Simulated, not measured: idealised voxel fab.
process module | voxel gate over fins
cross-section cut | 265 nm wide | cells 5 nm
A cross-section is a grid of square cells, given in bands from the top down. A band is one or more rows of cells.
Each band's line starts with the height of the band's top and of its bottom, in nm. Then come its materials from left to right, each with its width in nm. One material with "throughout" fills the band from edge to edge. "air" is empty space.
Height 0 is the level under which the wafer as received is all one material. The lowest band goes on downwards, as in "0 down".
A width such as "30 to 40" changes by the same amount from each row of cells to the next, from the band's top row to its bottom row.
"no change" after a step means that no cell of the cross-section changed.
closed voids: empty space of 8 cells or more with no open way to the top, each as width x height at its distance from the left edge, in nm
after a step's settings: what the simulator itself notes on the step
overlay nm, on a step with a mask: how far to the right of its planned place the mask lay; to the left if negative
plan
1 op RECEIVE | material Si
2 op CONFORMAL_DEP | material SiN | thk nm 5
3 op MASKED_ETCH | tone cover | mask id FINS | width nm 15 | pitch nm 50 | etch materials SiN | depth nm 5 | overlay nm 0
4 op MASKED_ETCH | tone cover | mask id FINS | width nm 15 | pitch nm 50 | etch materials Si | depth nm 35 | overlay nm 0
5 op FILL_DEP | material SiO2 | thk nm 5
6 op CMP | height nm 5
7 op DIRECTIONAL_DEP | material aC | thk nm 15
8 op PATTERN | tone open | mask id RAIL | material resist | width nm 15 | thk nm 35 | overlay nm 0
9 op DIRECTIONAL_ETCH | etch materials aC | depth nm 15
10 op STRIP | etch materials resist
11 op DIRECTIONAL_ETCH | etch materials SiO2 | depth nm 35
12 op STRIP | etch materials aC
13 op CONFORMAL_DEP | material TiN | thk nm 5
14 op FILL_DEP | material W | thk nm 5
15 op CMP | height nm 5
16 op SELECTIVE_ETCH | etch materials W Ru TiN | depth nm 30
17 op FILL_DEP | material SiO2 | thk nm 5
18 op CMP | height nm 5
19 op SELECTIVE_ETCH | etch materials SiO2 | depth nm 20
20 op STRIP | etch materials SiN
21 op CONFORMAL_DEP | material HfO2 | thk nm 5
22 op CONFORMAL_DEP | material TiN | thk nm 5
23 op FILL_DEP | material W | thk nm 15
24 op CMP | height nm 20
25 op CONFORMAL_DEP | material SiN | thk nm 10
first wafer, as planned
as received, after step 1
  0 down: Si throughout
  closed voids: none
after step 2
  5 to 0: SiN throughout
  below 0: unchanged
after step 3
  5 to 0: air 75 | SiN 15 | air 35 | SiN 15 | air 35 | SiN 15 | air 75
  below 0: unchanged
after step 4
  5 to 0: air 75 | SiN 15 | air 35 | SiN 15 | air 35 | SiN 15 | air 75
  0 to -35: air 75 | Si 15 | air 35 | Si 15 | air 35 | Si 15 | air 75
  below -35: unchanged
after step 5
  10 to 5: SiO2 throughout
  5 to 0: SiO2 75 | SiN 15 | SiO2 35 | SiN 15 | SiO2 35 | SiN 15 | SiO2 75
  0 to -35: SiO2 75 | Si 15 | SiO2 35 | Si 15 | SiO2 35 | Si 15 | SiO2 75
  below -35: unchanged
after step 6
  5 to 0: SiO2 75 | SiN 15 | SiO2 35 | SiN 15 | SiO2 35 | SiN 15 | SiO2 75
  below 0: unchanged
after step 7
  20 to 5: aC throughout
  below 5: unchanged
after step 8
  55 to 20: resist 100 | air 15 | resist 150
  below 20: unchanged
after step 9
  40 to 20: resist 100 | air 15 | resist 150
  20 to 5: aC 100 | air 15 | aC 150
  below 5: unchanged
after step 10
  20 to 5: aC 100 | air 15 | aC 150
  below 5: unchanged
after step 11
  20 to 5: aC 100 | air 15 | aC 150
  5 to 0: SiO2 75 | SiN 15 | SiO2 10 | air 15 | SiO2 10 | SiN 15 | SiO2 35 | SiN 15 | SiO2 75
  0 to -30: SiO2 75 | Si 15 | SiO2 10 | air 15 | SiO2 10 | Si 15 | SiO2 35 | Si 15 | SiO2 75
  below -30: unchanged
after step 12
  5 to 0: SiO2 75 | SiN 15 | SiO2 10 | air 15 | SiO2 10 | SiN 15 | SiO2 35 | SiN 15 | SiO2 75
  below 0: unchanged
after step 13
  10 to 5: TiN 105 | air 5 | TiN 155
  5 to 0: SiO2 75 | SiN 15 | SiO2 10 | TiN 5 | air 5 | TiN 5 | SiO2 10 | SiN 15 | SiO2 35 | SiN 15 | SiO2 75
  0 to -25: SiO2 75 | Si 15 | SiO2 10 | TiN 5 | air 5 | TiN 5 | SiO2 10 | Si 15 | SiO2 35 | Si 15 | SiO2 75
  -25 to -30: SiO2 75 | Si 15 | SiO2 10 | TiN 15 | SiO2 10 | Si 15 | SiO2 35 | Si 15 | SiO2 75
  below -30: unchanged
after step 14
  15 to 10: W throughout
  10 to 5: TiN 105 | W 5 | TiN 155
  5 to 0: SiO2 75 | SiN 15 | SiO2 10 | TiN 5 | W 5 | TiN 5 | SiO2 10 | SiN 15 | SiO2 35 | SiN 15 | SiO2 75
  0 to -25: SiO2 75 | Si 15 | SiO2 10 | TiN 5 | W 5 | TiN 5 | SiO2 10 | Si 15 | SiO2 35 | Si 15 | SiO2 75
  below -25: unchanged
after step 15
  5 to 0: SiO2 75 | SiN 15 | SiO2 10 | TiN 5 | W 5 | TiN 5 | SiO2 10 | SiN 15 | SiO2 35 | SiN 15 | SiO2 75
  below 0: unchanged
after step 16
  5 to 0: SiO2 75 | SiN 15 | SiO2 10 | air 15 | SiO2 10 | SiN 15 | SiO2 35 | SiN 15 | SiO2 75
  0 to -25: SiO2 75 | Si 15 | SiO2 10 | air 15 | SiO2 10 | Si 15 | SiO2 35 | Si 15 | SiO2 75
  below -25: unchanged
after step 17
  10 to 5: SiO2 throughout
  5 to 0: SiO2 75 | SiN 15 | SiO2 35 | SiN 15 | SiO2 35 | SiN 15 | SiO2 75
  0 to -25: SiO2 75 | Si 15 | SiO2 35 | Si 15 | SiO2 35 | Si 15 | SiO2 75
  below -25: unchanged
after step 18
  5 to 0: SiO2 75 | SiN 15 | SiO2 35 | SiN 15 | SiO2 35 | SiN 15 | SiO2 75
  below 0: unchanged
after step 19
  5 to 0: air 75 | SiN 15 | air 35 | SiN 15 | air 35 | SiN 15 | air 75
  0 to -15: air 75 | Si 15 | air 35 | Si 15 | air 35 | Si 15 | air 75
  below -15: unchanged
after step 20
  0 to -15: air 75 | Si 15 | air 35 | Si 15 | air 35 | Si 15 | air 75
  below -15: unchanged
after step 21
  5 to 0: air 70 | HfO2 25 | air 25 | HfO2 25 | air 25 | HfO2 25 | air 70
  0 to -10: air 70 | HfO2 5 | Si 15 | HfO2 5 | air 25 | HfO2 5 | Si 15 | HfO2 5 | air 25 | HfO2 5 | Si 15 | HfO2 5 | air 70
  -10 to -15: HfO2 75 | Si 15 | HfO2 35 | Si 15 | HfO2 35 | Si 15 | HfO2 75
  below -15: unchanged
after step 22
  10 to 5: air 65 | TiN 35 | air 15 | TiN 35 | air 15 | TiN 35 | air 65
  5 to 0: air 65 | TiN 5 | HfO2 25 | TiN 5 | air 15 | TiN 5 | HfO2 25 | TiN 5 | air 15 | TiN 5 | HfO2 25 | TiN 5 | air 65
  0 to -5: air 65 | TiN 5 | HfO2 5 | Si 15 | HfO2 5 | TiN 5 | air 15 | TiN 5 | HfO2 5 | Si 15 | HfO2 5 | TiN 5 | air 15 | TiN 5 | HfO2 5 | Si 15 | HfO2 5 | TiN 5 | air 65
  -5 to -10: TiN 70 | HfO2 5 | Si 15 | HfO2 5 | TiN 25 | HfO2 5 | Si 15 | HfO2 5 | TiN 25 | HfO2 5 | Si 15 | HfO2 5 | TiN 70
  below -10: unchanged
after step 23
  25 to 10: W throughout
  10 to 5: W 65 | TiN 35 | W 15 | TiN 35 | W 15 | TiN 35 | W 65
  5 to 0: W 65 | TiN 5 | HfO2 25 | TiN 5 | W 15 | TiN 5 | HfO2 25 | TiN 5 | W 15 | TiN 5 | HfO2 25 | TiN 5 | W 65
  0 to -5: W 65 | TiN 5 | HfO2 5 | Si 15 | HfO2 5 | TiN 5 | W 15 | TiN 5 | HfO2 5 | Si 15 | HfO2 5 | TiN 5 | W 15 | TiN 5 | HfO2 5 | Si 15 | HfO2 5 | TiN 5 | W 65
  below -5: unchanged
after step 24
  20 to 10: W throughout
  below 10: unchanged
after step 25
  30 to 20: SiN throughout
  below 20: unchanged
second wafer: like start, like plan, one mistake. Through step 7 it matches the first wafer
when step 8 should have ended
  55 to 20: resist 90 | air 15 | resist 160
  below 20: unchanged
when step 9 should have ended
  40 to 20: resist 90 | air 15 | resist 160
  20 to 5: aC 90 | air 15 | aC 160
  below 5: unchanged
when step 10 should have ended
  20 to 5: aC 90 | air 15 | aC 160
  below 5: unchanged
when step 11 should have ended
  20 to 5: aC 90 | air 15 | aC 160
  5 to 0: SiO2 75 | SiN 15 | air 15 | SiO2 20 | SiN 15 | SiO2 35 | SiN 15 | SiO2 75
  0 to -30: SiO2 75 | Si 15 | air 15 | SiO2 20 | Si 15 | SiO2 35 | Si 15 | SiO2 75
  below -30: unchanged
when step 12 should have ended
  5 to 0: SiO2 75 | SiN 15 | air 15 | SiO2 20 | SiN 15 | SiO2 35 | SiN 15 | SiO2 75
  below 0: unchanged
when step 13 should have ended
  10 to 5: TiN 95 | air 5 | TiN 165
  5 to 0: SiO2 75 | SiN 15 | TiN 5 | air 5 | TiN 5 | SiO2 20 | SiN 15 | SiO2 35 | SiN 15 | SiO2 75
  0 to -25: SiO2 75 | Si 15 | TiN 5 | air 5 | TiN 5 | SiO2 20 | Si 15 | SiO2 35 | Si 15 | SiO2 75
  -25 to -30: SiO2 75 | Si 15 | TiN 15 | SiO2 20 | Si 15 | SiO2 35 | Si 15 | SiO2 75
  below -30: unchanged
when step 14 should have ended
  15 to 10: W throughout
  10 to 5: TiN 95 | W 5 | TiN 165
  5 to 0: SiO2 75 | SiN 15 | TiN 5 | W 5 | TiN 5 | SiO2 20 | SiN 15 | SiO2 35 | SiN 15 | SiO2 75
  0 to -25: SiO2 75 | Si 15 | TiN 5 | W 5 | TiN 5 | SiO2 20 | Si 15 | SiO2 35 | Si 15 | SiO2 75
  below -25: unchanged
when step 15 should have ended
  5 to 0: SiO2 75 | SiN 15 | TiN 5 | W 5 | TiN 5 | SiO2 20 | SiN 15 | SiO2 35 | SiN 15 | SiO2 75
  below 0: unchanged
when step 16 should have ended
  5 to 0: SiO2 75 | SiN 15 | air 15 | SiO2 20 | SiN 15 | SiO2 35 | SiN 15 | SiO2 75
  0 to -25: SiO2 75 | Si 15 | air 15 | SiO2 20 | Si 15 | SiO2 35 | Si 15 | SiO2 75
  below -25: unchanged
when step 17 should have ended
  10 to 5: SiO2 throughout
  5 to 0: SiO2 75 | SiN 15 | SiO2 35 | SiN 15 | SiO2 35 | SiN 15 | SiO2 75
  0 to -25: SiO2 75 | Si 15 | SiO2 35 | Si 15 | SiO2 35 | Si 15 | SiO2 75
  below -25: unchanged
when step 18 should have ended
  5 to 0: SiO2 75 | SiN 15 | SiO2 35 | SiN 15 | SiO2 35 | SiN 15 | SiO2 75
  below 0: unchanged
when step 19 should have ended
  5 to 0: air 75 | SiN 15 | air 35 | SiN 15 | air 35 | SiN 15 | air 75
  0 to -15: air 75 | Si 15 | air 35 | Si 15 | air 35 | Si 15 | air 75
  below -15: unchanged
when step 20 should have ended
  0 to -15: air 75 | Si 15 | air 35 | Si 15 | air 35 | Si 15 | air 75
  below -15: unchanged
when step 21 should have ended
  5 to 0: air 70 | HfO2 25 | air 25 | HfO2 25 | air 25 | HfO2 25 | air 70
  0 to -10: air 70 | HfO2 5 | Si 15 | HfO2 5 | air 25 | HfO2 5 | Si 15 | HfO2 5 | air 25 | HfO2 5 | Si 15 | HfO2 5 | air 70
  -10 to -15: HfO2 75 | Si 15 | HfO2 35 | Si 15 | HfO2 35 | Si 15 | HfO2 75
  below -15: unchanged
when step 22 should have ended
  10 to 5: air 65 | TiN 35 | air 15 | TiN 35 | air 15 | TiN 35 | air 65
  5 to 0: air 65 | TiN 5 | HfO2 25 | TiN 5 | air 15 | TiN 5 | HfO2 25 | TiN 5 | air 15 | TiN 5 | HfO2 25 | TiN 5 | air 65
  0 to -5: air 65 | TiN 5 | HfO2 5 | Si 15 | HfO2 5 | TiN 5 | air 15 | TiN 5 | HfO2 5 | Si 15 | HfO2 5 | TiN 5 | air 15 | TiN 5 | HfO2 5 | Si 15 | HfO2 5 | TiN 5 | air 65
  -5 to -10: TiN 70 | HfO2 5 | Si 15 | HfO2 5 | TiN 25 | HfO2 5 | Si 15 | HfO2 5 | TiN 25 | HfO2 5 | Si 15 | HfO2 5 | TiN 70
  below -10: unchanged
when step 23 should have ended
  25 to 10: W throughout
  10 to 5: W 65 | TiN 35 | W 15 | TiN 35 | W 15 | TiN 35 | W 65
  5 to 0: W 65 | TiN 5 | HfO2 25 | TiN 5 | W 15 | TiN 5 | HfO2 25 | TiN 5 | W 15 | TiN 5 | HfO2 25 | TiN 5 | W 65
  0 to -5: W 65 | TiN 5 | HfO2 5 | Si 15 | HfO2 5 | TiN 5 | W 15 | TiN 5 | HfO2 5 | Si 15 | HfO2 5 | TiN 5 | W 15 | TiN 5 | HfO2 5 | Si 15 | HfO2 5 | TiN 5 | W 65
  below -5: unchanged
when step 24 should have ended
  20 to 10: W throughout
  below 10: unchanged
when step 25 should have ended
  30 to 20: SiN throughout
  below 20: unchanged
what went wrong: step 8 ran as: op PATTERN | tone open | mask id RAIL | material resist | width nm 15 | thk nm 35 | overlay nm -10
at the end the second wafer has, in cells: as many of each material as the first, in other places
